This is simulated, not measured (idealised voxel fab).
Name of the process module below: voxel fin reveal
It is cross-section cut that appears here, measuring 235 nm in width, its square cells being 5 nm in size.
Cross-section = grid of square cells, listed top down in bands; band = one or more rows. In this notation a band is specified by the heights of its top and bottom, in that order and in nm, after which its materials appear from left to right, each paired with its width in nm. The word "full width" attached to a single material means that material fills the band from edge to edge; the word "blank" stands for empty space. Convention: height 0 is the level below which the wafer, as received, is all one material. The lowest band does not terminate at the bottom but continues downward, represented as "z 0 and below". A two-number width, for instance "30..40", indicates that the width is equal to the first number in the top row of the band and to the second number in the bottom row, and that it changes by a constant amount per row of cells. Key: "no change" - step with no changed cell in the cross-section. The entry titled "Entrapped void list" provides the empty spaces that have no open way to the top, restricted to those of 8 cells or more. Each is presented as width x height at distance, the distance being measured from the left edge, with all three in nm. Step line, after settings: the simulator's comment on this step. "overlay nm", when on a step's line for a step with a mask, measures how far to the right of its planned place the mask lay; a negative measure means to the left.

### Intended process steps
| 1 | RECEIVE [material Si] |
| 2 | CONFORMAL_DEP [material SiN] [thk nm 5] |
| 3 | PATTERN [tone cover] [mask id FINS] [material resist] [width nm 15] [pitch nm 35] [thk nm 15] [overlay nm 0] |
| 4 | DIRECTIONAL_ETCH [etch materials SiN] [depth nm 5] |
| 5 | DIRECTIONAL_ETCH [etch materials Si] [depth nm 30] |
| 6 | STRIP [etch materials resist] |
| 7 | OXIDIZE [depth nm 5] |
| 8 | FILL_DEP [material SiO2] [thk nm 10] |
| 9 | CMP [height nm 5] |
| 10 | SELECTIVE_ETCH [etch materials SiO2] [depth nm 15] |
| 11 | STRIP [etch materials SiN] |
| 12 | CONFORMAL_DEP [material SiO2] [thk nm 5] |

### Cross-section of the wafer as it came to us, i.e., already through step 1
  z 0 and below  Si full width
  Entrapped void list: none

### End state of the module in cross-section, given the above starting point and plan and one mistake in execution
  z 0 to -10  blank (95) / Si (5) / blank (30) / Si (5) / blank (100)
  z -10 to -35  SiO2 (95) / Si (5) / SiO2 (30) / Si (5) / SiO2 (100)
  z -35 and below  Si full width
  Entrapped void list: none
Heads up, the wafer didn't run the way we planned it: no execution of plan step 12; skipped
